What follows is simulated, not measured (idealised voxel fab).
process module | voxel double patterning
cross-section cut | 170 nm wide | cells 5 nm
A cross-section is a grid of square cells, given in bands from the top down. A band is one or more rows of cells.
Each band's line starts with the height of the band's top and of its bottom, in nm. Then come its materials from left to right, each with its width in nm. One material with "throughout" fills the band from edge to edge. "air" is empty space.
Height 0 is the level under which the wafer as received is all one material. The lowest band goes on downwards, as in "0 down".
A width such as "30 to 40" changes by the same amount from each row of cells to the next, from the band's top row to its bottom row.
"no change" after a step means that no cell of the cross-section changed.
closed voids: empty space of 8 cells or more with no open way to the top, each as width x height at its distance from the left edge, in nm
after a step's settings: what the simulator itself notes on the step
overlay nm, on a step with a mask: how far to the right of its planned place the mask lay; to the left if negative
plan
1 op RECEIVE | material Si
2 op CONFORMAL_DEP | material SiO2 | thk nm 5
3 op DIRECTIONAL_DEP | material TiN | thk nm 20
4 op DIRECTIONAL_DEP | material SiN | thk nm 10
5 op MASKED_ETCH | tone open | mask id FIRST | width nm 15 | pitch nm 50 | etch materials SiN | depth nm 10 | overlay nm 0
6 op DIRECTIONAL_DEP | material aC | thk nm 10
7 op PATTERN | tone open | mask id SECOND | material resist | width nm 15 | thk nm 30 | overlay nm 0
8 op DIRECTIONAL_ETCH | etch materials aC | depth nm 10
9 op STRIP | etch materials resist
10 op DIRECTIONAL_ETCH | etch materials SiN | depth nm 10
11 op STRIP | etch materials aC
12 op DIRECTIONAL_ETCH | etch materials TiN | depth nm 20
13 op STRIP | etch materials SiN
first wafer, as planned
as received, after step 1
  0 down: Si throughout
  closed voids: none
after step 2
  5 to 0: SiO2 throughout
  below 0: unchanged
after step 3
  25 to 5: TiN throughout
  below 5: unchanged
after step 4
  35 to 25: SiN throughout
  below 25: unchanged
after step 5
  35 to 25: SiN 50 | air 15 | SiN 35 | air 15 | SiN 55
  below 25: unchanged
after step 6
  45 to 35: aC 50 | air 15 | aC 35 | air 15 | aC 55
  35 to 25: SiN 50 | aC 15 | SiN 35 | aC 15 | SiN 55
  below 25: unchanged
after step 7
  75 to 45: resist 75 | air 15 | resist 80
  45 to 35: aC 50 | resist 15 | aC 35 | resist 15 | aC 55
  below 35: unchanged
after step 8
  65 to 45: resist 75 | air 15 | resist 80
  45 to 35: aC 50 | resist 15 | aC 10 | air 15 | aC 10 | resist 15 | aC 55
  below 35: unchanged
after step 9
  45 to 35: aC 50 | air 15 | aC 10 | air 15 | aC 10 | air 15 | aC 55
  below 35: unchanged
after step 10
  45 to 35: aC 50 | air 15 | aC 10 | air 15 | aC 10 | air 15 | aC 55
  35 to 25: SiN 50 | aC 15 | SiN 10 | air 15 | SiN 10 | aC 15 | SiN 55
  below 25: unchanged
after step 11
  35 to 25: SiN 50 | air 15 | SiN 10 | air 15 | SiN 10 | air 15 | SiN 55
  below 25: unchanged
after step 12
  35 to 25: SiN 50 | air 15 | SiN 10 | air 15 | SiN 10 | air 15 | SiN 55
  25 to 5: TiN 50 | air 15 | TiN 10 | air 15 | TiN 10 | air 15 | TiN 55
  below 5: unchanged
after step 13
  25 to 5: TiN 50 | air 15 | TiN 10 | air 15 | TiN 10 | air 15 | TiN 55
  below 5: unchanged
second wafer: like start, like plan, one mistake. Through step 4 it matches the first wafer
when step 5 should have ended
  35 to 25: air 50 | SiN 15 | air 35 | SiN 15 | air 55
  below 25: unchanged
when step 6 should have ended
  45 to 35: air 50 | aC 15 | air 35 | aC 15 | air 55
  35 to 25: aC 50 | SiN 15 | aC 35 | SiN 15 | aC 55
  below 25: unchanged
when step 7 should have ended
  75 to 45: resist 75 | air 15 | resist 80
  45 to 35: resist 50 | aC 15 | resist 10 | air 15 | resist 10 | aC 15 | resist 55
  below 35: unchanged
when step 8 should have ended
  65 to 45: resist 75 | air 15 | resist 80
  45 to 35: resist 50 | aC 15 | resist 10 | air 15 | resist 10 | aC 15 | resist 55
  35 to 25: aC 50 | SiN 15 | aC 10 | air 15 | aC 10 | SiN 15 | aC 55
  below 25: unchanged
when step 9 should have ended
  45 to 35: air 50 | aC 15 | air 35 | aC 15 | air 55
  below 35: unchanged
when step 10 should have ended: no change
when step 11 should have ended
  35 to 25: air 50 | SiN 15 | air 35 | SiN 15 | air 55
  below 25: unchanged
when step 12 should have ended
  35 to 25: air 50 | SiN 15 | air 35 | SiN 15 | air 55
  25 to 5: air 50 | TiN 15 | air 35 | TiN 15 | air 55
  below 5: unchanged
when step 13 should have ended
  25 to 5: air 50 | TiN 15 | air 35 | TiN 15 | air 55
  below 5: unchanged
what went wrong: step 5 ran as: op MASKED_ETCH | tone cover | mask id FIRST | width nm 15 | pitch nm 50 | etch materials SiN | depth nm 10 | overlay nm 0
at the end the second wafer has, in cells: 76 fewer of TiN
